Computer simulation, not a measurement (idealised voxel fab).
The process module presented herein is designated voxel gate over fins.
Cross-section cut spans 240 nm and uses square cells 5 nm in size.
A cross-section in this document is a grid of square cells, and it is written down as bands, the top band listed before the ones below it; a band is made up of one or more rows of cells.
Heads up on the band format: heights come first, top then bottom, in nm. After that it's the materials left to right, each with its width in nm. A single material flagged "throughout" fills the whole band edge to edge, and "blank" means there's empty space there.
Heads up on the height convention: 0 is the point under which the incoming wafer is all one material, and the lowest band has no bottom, it just keeps going down, like "top 0, no bottom".
Note: "30..40" means the width goes from the first number (top row of the band) to the second number (bottom row) in equal steps per row of cells.
"stayed the same" for a step: no cell of the cross-section changed in that step.
Closed empty spaces (no open way to the top) of 8 cells or more are what "Enclosed cavities" lists, each as width x height at distance from the left edge, nm for all three.
Whatever follows a step's settings on its line is a remark the simulator itself makes about that step.
The optional step-line setting "overlay nm" applies to steps with a mask and quantifies how far to the right of its planned location the mask lay, a negative value indicating leftward placement.

# Set out below are the planned steps of the process
1 RECEIVE: material Si
2 CONFORMAL_DEP: material SiN, thk nm 10
3 MASKED_ETCH: tone cover, mask id FINS, width nm 15, pitch nm 60, etch materials SiN, depth nm 10, overlay nm 0
4 MASKED_ETCH: tone cover, mask id FINS, width nm 15, pitch nm 60, etch materials Si, depth nm 40, overlay nm 0
5 FILL_DEP: material SiO2, thk nm 15
6 CMP: height nm 10
7 PATTERN: tone open, mask id RAIL, material resist, width nm 15, thk nm 15, overlay nm 0
8 DIRECTIONAL_ETCH: etch materials SiO2, depth nm 45
9 STRIP: etch materials resist
10 CONFORMAL_DEP: material TiN, thk nm 5
11 FILL_DEP: material W, thk nm 5
12 CMP: height nm 10
13 SELECTIVE_ETCH: etch materials W Ru TiN, depth nm 30
14 FILL_DEP: material SiO2, thk nm 5
15 CMP: height nm 10
16 SELECTIVE_ETCH: etch materials SiO2, depth nm 25
17 STRIP: etch materials SiN
18 CONFORMAL_DEP: material HfO2, thk nm 5
19 CONFORMAL_DEP: material TiN, thk nm 5
20 FILL_DEP: material W, thk nm 10
21 CMP: height nm 15
22 CONFORMAL_DEP: material SiN, thk nm 10
It is noted that the wafers described herein are identical at the outset and are distinguished by the width nm of step 3; the value stated in the plan corresponds to the first wafer.

# Received condition of the first of several wafers, sectioned: post-step 1
- top 0, no bottom  Si throughout
- Enclosed cavities: none

# Post step 22, the closing step of the module: first of several wafers, cross-sectioned
- top 25, bottom 15  SiN throughout
- top 15, bottom 10  W throughout
- top 10, bottom 5  W: 70, TiN: 35, W: 25, TiN: 35, W: 75
- top 5, bottom 0  W: 70, TiN: 5, HfO2: 25, TiN: 5, W: 25, TiN: 5, HfO2: 25, TiN: 5, W: 75
- top 0, bottom -5  W: 70, TiN: 5, HfO2: 5, Si: 15, HfO2: 5, TiN: 5, W: 25, TiN: 5, HfO2: 5, Si: 15, HfO2: 5, TiN: 5, W: 75
- top -5, bottom -10  TiN: 75, HfO2: 5, Si: 15, HfO2: 5, TiN: 35, HfO2: 5, Si: 15, HfO2: 5, TiN: 80
- top -10, bottom -15  HfO2: 80, Si: 15, HfO2: 45, Si: 15, HfO2: 85
- top -15, bottom -20  SiO2: 80, Si: 15, SiO2: 45, Si: 15, SiO2: 85
- top -20, bottom -30  SiO2: 80, Si: 15, SiO2: 15, TiN: 5, W: 5, TiN: 5, SiO2: 15, Si: 15, SiO2: 85
- top -30, bottom -35  SiO2: 80, Si: 15, SiO2: 15, TiN: 15, SiO2: 15, Si: 15, SiO2: 85
- top -35, bottom -40  SiO2: 80, Si: 15, SiO2: 45, Si: 15, SiO2: 85
- top -40, no bottom  Si throughout
- Enclosed cavities: none

# last wafer at the end
- top 25, bottom 15  SiN throughout
- top 15, bottom 10  W throughout
- top 10, bottom 5  W: 65, TiN: 50, W: 10, TiN: 50, W: 65
- top 5, bottom 0  W: 65, TiN: 5, HfO2: 40, TiN: 5, W: 10, TiN: 5, HfO2: 40, TiN: 5, W: 65
- top 0, bottom -5  W: 65, TiN: 5, HfO2: 5, Si: 30, HfO2: 5, TiN: 5, W: 10, TiN: 5, HfO2: 5, Si: 30, HfO2: 5, TiN: 5, W: 65
- top -5, bottom -10  TiN: 70, HfO2: 5, Si: 30, HfO2: 5, TiN: 20, HfO2: 5, Si: 30, HfO2: 5, TiN: 70
- top -10, bottom -15  HfO2: 75, Si: 30, HfO2: 30, Si: 30, HfO2: 75
- top -15, bottom -20  SiO2: 75, Si: 30, SiO2: 30, Si: 30, SiO2: 75
- top -20, bottom -30  SiO2: 75, Si: 30, SiO2: 5, TiN: 5, W: 5, TiN: 5, SiO2: 10, Si: 30, SiO2: 75
- top -30, bottom -35  SiO2: 75, Si: 30, SiO2: 5, TiN: 15, SiO2: 10, Si: 30, SiO2: 75
- top -35, bottom -40  SiO2: 75, Si: 30, SiO2: 30, Si: 30, SiO2: 75
- top -40, no bottom  Si throughout
- Enclosed cavities: none

# Here is how to read the rows: every wafer has a row, and it shows the wafer at the end of the module, giving for each material how many cells were gained (+) or lost (-) since the wafer was received, then listing its closed voids
width nm 15, +60 HfO2, -336 Si, +96 SiN, +201 SiO2, +67 TiN, +152 W, Enclosed cavities: none
width nm 20, +60 HfO2, -320 Si, +96 SiN, +191 SiO2, +67 TiN, +146 W, Enclosed cavities: none
width nm 25, +60 HfO2, -304 Si, +96 SiN, +181 SiO2, +67 TiN, +140 W, Enclosed cavities: none
width nm 30, +60 HfO2, -288 Si, +96 SiN, +171 SiO2, +67 TiN, +134 W, Enclosed cavities: none
